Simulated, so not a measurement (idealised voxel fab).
You're looking at the process module voxel self aligned contacts.
Cross-section cut spans 260 nm and uses square cells 5 nm in size.
Format of a cross-section: grid, square cells. Given as bands. Order: top down. Band: one or more rows of cells.
Band entry format. Leading values: height of top, height of bottom, nm. Remainder: materials in left-to-right order, each with its width in nm. Special words: "everywhere" on a single material, which then fills the band edge to edge; "air", empty space.
Beneath 0, the wafer as received is one material, and that level is where height counting begins. The lowest band goes on downward without a bottom; it is written like "from 0 down".
Width spec "30..40" -> top row of cells at first value, bottom row at second value, equal per-row change in between.
"no alteration" for a step: no cell of the cross-section changed in that step.
What "Sealed internal voids" gives you is every empty space of 8 cells or more that is cut off from the top. Each appears as width x height at distance, with the distance taken from the left edge and width, height and distance all in nm.
Heads up: the bit after the settings on a step's line is the simulator's remark on that step.
overlay nm: right-of-plan distance of the mask on a masked step; negative values mean left-of-plan.

Below is the list of planned process steps:
1. RECEIVE with material Si
2. OXIDIZE with depth nm 5
3. DIRECTIONAL_DEP with material polySi, thk nm 20
4. DIRECTIONAL_DEP with material SiN, thk nm 20
5. DIRECTIONAL_DEP with material aC, thk nm 15
6. PATTERN with tone cover, mask id GATE, material resist, width nm 25, pitch nm 50, thk nm 30, overlay nm 0
7. DIRECTIONAL_ETCH with etch materials aC, depth nm 15
8. STRIP with etch materials resist
9. DIRECTIONAL_ETCH with etch materials SiN, depth nm 20
10. DIRECTIONAL_ETCH with etch materials polySi, depth nm 20
11. STRIP with etch materials aC
12. CONFORMAL_DEP with material SiN, thk nm 5
13. DIRECTIONAL_ETCH with etch materials SiN, depth nm 5
14. FILL_DEP with material SiO2, thk nm 15
15. CMP with height nm 45
16. DIRECTIONAL_DEP with material aC, thk nm 15
17. PATTERN with tone open, mask id CONTACT, material resist, width nm 35, thk nm 30, overlay nm 0
18. DIRECTIONAL_ETCH with etch materials aC, depth nm 15
19. STRIP with etch materials resist
20. DIRECTIONAL_ETCH with etch materials SiO2, depth nm 50
21. STRIP with etch materials aC
22. CONFORMAL_DEP with material TiN, thk nm 5
23. FILL_DEP with material W, thk nm 5
24. CMP with height nm 45
25. CONFORMAL_DEP with material SiN, thk nm 5

Incoming wafer in cross-section (state: after step 1):
	from 0 down | Si everywhere
	Sealed internal voids: none

Figure: cross-sectional view of the wafer upon completion of the module, processed from the initial state and according to the plan depicted above, with one error introduced during execution:
	from 50 to 45 | SiN everywhere
	from 45 to 40 | SiO2 (110), then TiN (5), then W (25), then TiN (5), then SiO2 (115)
	from 40 to 35 | SiO2 (110), then TiN (35), then SiO2 (115)
	from 35 to 20 | SiN everywhere
	from 20 to 0 | polySi everywhere
	from 0 to -5 | SiO2 everywhere
	from -5 down | Si everywhere
	Sealed internal voids: none
Short version of what went wrong: planned and actual differ for step 5; actual: DIRECTIONAL_DEP with material SiN, thk nm 15
